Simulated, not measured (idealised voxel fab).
process module | voxel transistor to metal
cross-section cut | 285 nm wide | cells 5 nm
A cross-section is a grid of square cells, given in bands from the top down. A band is one or more rows of cells.
Each band's line starts with the height of the band's top and of its bottom, in nm. Then come its materials from left to right, each with its width in nm. One material with "throughout" fills the band from edge to edge. "air" is empty space.
Height 0 is the level under which the wafer as received is all one material. The lowest band goes on downwards, as in "0 down".
A width such as "30 to 40" changes by the same amount from each row of cells to the next, from the band's top row to its bottom row.
"no change" after a step means that no cell of the cross-section changed.
closed voids: empty space of 8 cells or more with no open way to the top, each as width x height at its distance from the left edge, in nm
after a step's settings: what the simulator itself notes on the step
overlay nm, on a step with a mask: how far to the right of its planned place the mask lay; to the left if negative
plan
1 op RECEIVE | material Si
2 op OXIDIZE | depth nm 5
3 op CONFORMAL_DEP | material SiN | thk nm 10
4 op DIRECTIONAL_DEP | material aC | thk nm 10
5 op PATTERN | tone cover | mask id ACTIVE | material resist | width nm 95 | pitch nm 115 | thk nm 30 | overlay nm 0
6 op DIRECTIONAL_ETCH | etch materials aC | depth nm 10
7 op STRIP | etch materials resist
8 op DIRECTIONAL_ETCH | etch materials SiN | depth nm 10
9 op DIRECTIONAL_ETCH | etch materials SiO2 | depth nm 5
10 op DIRECTIONAL_ETCH | etch materials Si | depth nm 30
11 op STRIP | etch materials aC
12 op FILL_DEP | material SiO2 | thk nm 10
13 op CMP | height nm 10
14 op SELECTIVE_ETCH | etch materials SiO2 | depth nm 10
15 op STRIP | etch materials SiN
16 op SELECTIVE_ETCH | etch materials SiO2 | depth nm 5
17 op OXIDIZE | depth nm 5
18 op DIRECTIONAL_DEP | material polySi | thk nm 25
19 op DIRECTIONAL_DEP | material SiCN | thk nm 10
20 op DIRECTIONAL_DEP | material aC | thk nm 15
21 op PATTERN | tone cover | mask id GATE | material resist | width nm 15 | pitch nm 115 | thk nm 30 | overlay nm 0
22 op DIRECTIONAL_ETCH | etch materials aC | depth nm 15
23 op STRIP | etch materials resist
24 op DIRECTIONAL_ETCH | etch materials SiCN | depth nm 20
25 op DIRECTIONAL_ETCH | etch materials polySi | depth nm 35
26 op STRIP | etch materials aC
27 op CONFORMAL_DEP | material SiO2 | thk nm 5
28 op DIRECTIONAL_ETCH | etch materials SiO2 | depth nm 5
29 op CONFORMAL_DEP | material SiN | thk nm 10
30 op DIRECTIONAL_ETCH | etch materials SiN | depth nm 10
31 op DIRECTIONAL_ETCH | etch materials SiO2 | depth nm 5
32 op EPI | material nSi | thk nm 5
33 op FILL_DEP | material SiO2 | thk nm 10
34 op CMP | height nm 30
35 op DIRECTIONAL_DEP | material SiO2 | thk nm 10
36 op DIRECTIONAL_DEP | material aC | thk nm 10
37 op PATTERN | tone open | mask id CONTACT | material resist | width nm 25 | thk nm 25 | overlay nm 0
38 op DIRECTIONAL_ETCH | etch materials aC | depth nm 10
39 op STRIP | etch materials resist
40 op DIRECTIONAL_ETCH | etch materials SiO2 | depth nm 45
41 op STRIP | etch materials aC
42 op CONFORMAL_DEP | material TiN | thk nm 5
43 op FILL_DEP | material W | thk nm 10
44 op CMP | height nm 40
45 op CONFORMAL_DEP | material SiN | thk nm 5
46 op DIRECTIONAL_DEP | material lowk | thk nm 25
47 op PATTERN | tone open | mask id METAL_1 | material resist | width nm 15 | thk nm 20 | overlay nm 0
48 op DIRECTIONAL_ETCH | etch materials lowk | depth nm 25
49 op DIRECTIONAL_ETCH | etch materials SiN | depth nm 5
50 op STRIP | etch materials resist
51 op CONFORMAL_DEP | material TiN | thk nm 5
52 op FILL_DEP | material Cu | thk nm 10
53 op CMP | height nm 70
54 op CONFORMAL_DEP | material SiN | thk nm 5
as received, after step 1
  0 down: Si throughout
  closed voids: none
first wafer at the end, as planned
  75 to 70: SiN throughout
  70 to 45: lowk 45 | TiN 5 | Cu 5 | TiN 5 | lowk 45 | TiN 5 | Cu 5 | TiN 5 | lowk 40 | TiN 5 | Cu 5 | TiN 5 | lowk 45 | TiN 5 | Cu 5 | TiN 5 | lowk 50
  45 to 40: SiN 45 | TiN 15 | SiN 45 | TiN 15 | SiN 40 | TiN 15 | SiN 45 | TiN 15 | SiN 50
  40 to 30: SiO2 45 | TiN 5 | W 15 to 5 | TiN 5 to 15 | SiO2 25 | TiN 5 to 15 | W 15 to 5 | TiN 5 | SiO2 40 | TiN 5 | W 15 to 5 | TiN 5 to 15 | SiO2 25 | TiN 5 to 15 | W 15 to 5 | TiN 5 | SiO2 50
  30 to 20: SiO2 45 | TiN 5 | W 5 | TiN 5 | SiN 10 | SiO2 5 | SiCN 15 | SiO2 5 | SiN 10 | TiN 5 | W 5 | TiN 5 | SiO2 40 | TiN 5 | W 5 | TiN 5 | SiN 10 | SiO2 5 | SiCN 15 | SiO2 5 | SiN 10 | TiN 5 | W 5 | TiN 5 | SiO2 50
  20 to 0: SiO2 45 | TiN 5 | W 5 | TiN 5 | SiN 10 | SiO2 5 | polySi 15 | SiO2 5 | SiN 10 | TiN 5 | W 5 | TiN 5 | SiO2 40 | TiN 5 | W 5 | TiN 5 | SiN 10 | SiO2 5 | polySi 15 | SiO2 5 | SiN 10 | TiN 5 | W 5 | TiN 5 | SiO2 50
  0 to -5: SiO2 45 | TiN 15 | SiN 10 | SiO2 5 | polySi 15 | SiO2 5 | SiN 10 | TiN 15 | SiO2 40 | TiN 15 | SiN 10 | SiO2 5 | polySi 15 | SiO2 5 | SiN 10 | TiN 15 | SiO2 50
  -5 to -10: SiO2 30 | nSi 30 | SiO2 45 | nSi 30 | SiO2 10 | nSi 30 | SiO2 45 | nSi 30 | SiO2 35
  -10 to -35: SiO2 35 | Si 95 | SiO2 20 | Si 95 | SiO2 40
  -35 down: Si throughout
  closed voids: none
second wafer at the end: like start, like plan, one mistake
  75 to 70: SiN throughout
  70 to 45: lowk 45 | TiN 5 | Cu 5 | TiN 5 | lowk 45 | TiN 5 | Cu 5 | TiN 5 | lowk 40 | TiN 5 | Cu 5 | TiN 5 | lowk 45 | TiN 5 | Cu 5 | TiN 5 | lowk 50
  45 to 40: SiN 45 | TiN 15 | SiN 45 | TiN 15 | SiN 40 | TiN 15 | SiN 45 | TiN 15 | SiN 50
  40 to 35: SiO2 50 | TiN 5 | W 10 | TiN 5 | SiO2 30 | TiN 5 | W 10 | TiN 5 | SiO2 45 | TiN 5 | W 10 | TiN 5 | SiO2 30 | TiN 5 | W 10 | TiN 5 | SiO2 50
  35 to 30: SiO2 50 | TiN 20 | SiO2 30 | TiN 10 | W 5 | TiN 5 | SiO2 45 | TiN 20 | SiO2 30 | TiN 10 | W 5 | TiN 5 | SiO2 50
  30 to 20: SiO2 50 | TiN 10 | SiN 10 | SiO2 5 | SiCN 15 | SiO2 5 | SiN 10 | TiN 5 | W 5 | TiN 5 | SiO2 45 | TiN 10 | SiN 10 | SiO2 5 | SiCN 15 | SiO2 5 | SiN 10 | TiN 5 | W 5 | TiN 5 | SiO2 50
  20 to 0: SiO2 50 | TiN 10 | SiN 10 | SiO2 5 | polySi 15 | SiO2 5 | SiN 10 | TiN 5 | W 5 | TiN 5 | SiO2 45 | TiN 10 | SiN 10 | SiO2 5 | polySi 15 | SiO2 5 | SiN 10 | TiN 5 | W 5 | TiN 5 | SiO2 50
  0 to -5: SiO2 50 | TiN 10 | SiN 10 | SiO2 5 | polySi 15 | SiO2 5 | SiN 10 | TiN 15 | SiO2 45 | TiN 10 | SiN 10 | SiO2 5 | polySi 15 | SiO2 5 | SiN 10 | TiN 15 | SiO2 50
  -5 to -10: SiO2 30 | nSi 30 | SiO2 45 | nSi 30 | SiO2 10 | nSi 30 | SiO2 45 | nSi 30 | SiO2 35
  -10 to -35: SiO2 35 | Si 95 | SiO2 20 | Si 95 | SiO2 40
  -35 down: Si throughout
  closed voids: none
what went wrong: step 37 ran as: op PATTERN | tone open | mask id CONTACT | material resist | width nm 20 | thk nm 25 | overlay nm 0
at the end the second wafer has, in cells: 22 more of SiO2 | 4 fewer of TiN | 18 fewer of W
